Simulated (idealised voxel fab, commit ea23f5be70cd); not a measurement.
voxel tone inversion: a process module
For reference, the cross-section in this document is cut, with width 300 nm and square cells of 5 nm.
Reading order for cross-sections: top band down to bottom band. Underlying form: a grid of square cells. Band size: one or more rows of cells. Heights first: top, then bottom, in nm. Then materials, left to right, each with a width in nm. "throughout" on a single material: fills the band edge to edge. "empty": empty space. We count height from 0. Below that, the starting wafer is all one material. The lowest band never ends at the bottom but goes on down; see "z 0 and below" for how that is written. It should be noted that a width expressed as "30->40" varies in equal increments from row to row of cells within the band, taking the value of the first number at the top row and that of the second number at the bottom row. It should be understood that the words "identical to before", when stated for a given step, signify that the cross-section underwent no change in any of its cells during that step. If an empty space has no open way to the top and is at least 8 cells in size, "Fully enclosed voids" lists it, written width x height at distance, where distance is measured from the left edge and every value is in nm. Formally, on a step line, whatever follows the settings is a remark that the simulator itself makes on the step. "overlay nm" denotes, for a step that has a mask, the displacement of the mask to the right of its planned place, with negative values corresponding to the left.

### The steps planned for the process are as follows
1: RECEIVE with material Si
2: CONFORMAL_DEP with material SiN, thk nm 5
3: DIRECTIONAL_DEP with material polySi, thk nm 15
4: PATTERN with tone cover, mask id POSTS, material resist, width nm 15, pitch nm 40, thk nm 20, overlay nm 0
5: DIRECTIONAL_ETCH with etch materials polySi, depth nm 15
6: STRIP with etch materials resist
7: FILL_DEP with material SiO2, thk nm 10
8: CMP with height nm 20
9: STRIP with etch materials polySi
10: CONFORMAL_DEP with material TiN, thk nm 5
11: FILL_DEP with material Ru, thk nm 10
12: CMP with height nm 20
13: CONFORMAL_DEP with material SiN, thk nm 5

### The cross-section here shows the wafer as received, i.e. in its state after step 1
	z 0 and below: Si throughout
	Fully enclosed voids: none

### The first of the two wafers as seen in cross-section once the module was finished; processing followed the plan
	z 25 to 20: SiN throughout
	z 20 to 10: SiO2 100 nm, then TiN 5 nm, then Ru 5 nm, then TiN 5 nm, then SiO2 25 nm, then TiN 5 nm, then Ru 5 nm, then TiN 5 nm, then SiO2 25 nm, then TiN 5 nm, then Ru 5 nm, then TiN 5 nm, then SiO2 105 nm
	z 10 to 5: SiO2 100 nm, then TiN 15 nm, then SiO2 25 nm, then TiN 15 nm, then SiO2 25 nm, then TiN 15 nm, then SiO2 105 nm
	z 5 to 0: SiN throughout
	z 0 and below: Si throughout
	Fully enclosed voids: none

### second wafer at the end: like start, like plan, one mistake
	z 25 to 20: SiN throughout
	z 20 to 10: Ru 95 nm, then TiN 5 nm, then SiO2 15 nm, then TiN 5 nm, then Ru 15 nm, then TiN 5 nm, then SiO2 15 nm, then TiN 5 nm, then Ru 15 nm, then TiN 5 nm, then SiO2 15 nm, then TiN 5 nm, then Ru 100 nm
	z 10 to 5: TiN 100 nm, then SiO2 15 nm, then TiN 25 nm, then SiO2 15 nm, then TiN 25 nm, then SiO2 15 nm, then TiN 105 nm
	z 5 to 0: SiN throughout
	z 0 and below: Si throughout
	Fully enclosed voids: none
what went wrong: it should be noted that step 4 was executed with settings other than those planned, the operation and settings actually applied being PATTERN with tone open, mask id POSTS, material resist, width nm 15, pitch nm 40, thk nm 20, overlay nm 0
Count the cells at the end and the second wafer has more or fewer of some materials than the first: 84 more of Ru; 126 fewer of SiO2; 42 more of TiN
